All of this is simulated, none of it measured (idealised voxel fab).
Process module name: voxel spacer lines
For reference, the cross-section in this document is cut, with width 195 nm and square cells of 5 nm.
Think of the cross-section as a grid of square cells. We describe it in bands, top to bottom, and each band covers one or more rows of those cells.
A band entry consists of two parts. The first gives the height of the band's top and the height of its bottom, in nm. The rest lists the band's materials from left to right, each with its width in nm. A single material labelled with the word "edge to edge" fills the band from edge to edge, and the word "blank" marks empty space.
For the purposes of this specification, 0 denotes the height below which the wafer in its as-received condition is composed wholly of one material, and the lowermost band, lacking a lower limit, extends downward without end, as expressed in "z 0 and below".
So if you see something like "30->40" for the width, read it as the top row of the band sitting at the first number and the bottom row at the second, with every row in between moving by the same amount as the last.
Given "identical to before" for a step, no cell of the cross-section differs between before and after that step.
Voids not open to the top, 8 cells minimum: see "Voids, enclosed". Written width x height at distance; distance is from the left edge; nm.
Read whatever lies past the settings on a step's line as the simulator's own remark about the step.
"overlay nm", when on a step's line for a step with a mask, measures how far to the right of its planned place the mask lay; a negative measure means to the left.
Process steps - plan
1. RECEIVE,material Si
2. CONFORMAL_DEP,material SiO2,thk nm 10
3. DIRECTIONAL_DEP,material TiN,thk nm 15
4. DIRECTIONAL_DEP,material aC,thk nm 30
5. PATTERN,tone cover,mask id MANDREL,material resist,width nm 20,pitch nm 70,thk nm 35,overlay nm 0
6. DIRECTIONAL_ETCH,etch materials aC,depth nm 30
7. STRIP,etch materials resist
8. CONFORMAL_DEP,material SiN,thk nm 5
9. DIRECTIONAL_ETCH,etch materials SiN,depth nm 15
10. STRIP,etch materials aC
11. DIRECTIONAL_ETCH,etch materials TiN,depth nm 15
12. STRIP,etch materials SiN
Don't read the plan's thk nm for step 8 as applying to every wafer: that's the first wafer's value, and the wafers differ in it, though they all start identical.
Cross-section, first of several wafers, as delivered after step 1
z 0 and below  Si edge to edge
Voids, enclosed: none
The cross-section of the first of several wafers is given below for the end of the module, after its final step, step 12
z 25 to 10  10 nm blank; 5 nm TiN; 20 nm blank; 5 nm TiN; 40 nm blank; 5 nm TiN; 20 nm blank; 5 nm TiN; 40 nm blank; 5 nm TiN; 20 nm blank; 5 nm TiN; 15 nm blank
z 10 to 0  SiO2 edge to edge
z 0 and below  Si edge to edge
Voids, enclosed: none
Cross-sectional depiction of the last of several wafers upon completion of the module
z 55 to 25  15 nm blank; 20 nm aC; 50 nm blank; 20 nm aC; 50 nm blank; 20 nm aC; 20 nm blank
z 25 to 10  TiN edge to edge
z 10 to 0  SiO2 edge to edge
z 0 and below  Si edge to edge
Voids, enclosed: none
Below, a row for every wafer. Read it as the end-of-module picture: for each material the wafer shows its cells gained (+) or lost (-) since it was received, and then its closed voids
thk nm 5, +78 SiO2, +18 TiN, Voids, enclosed: none
thk nm 10, +78 SiO2, +36 TiN, Voids, enclosed: none
thk nm 15, +78 SiO2, +54 TiN, Voids, enclosed: none
thk nm 20, +78 SiO2, +117 TiN, +72 aC, Voids, enclosed: none
thk nm 25, +78 SiO2, +117 TiN, +72 aC, Voids, enclosed: none
thk nm 30, +78 SiO2, +117 TiN, +72 aC, Voids, enclosed: none
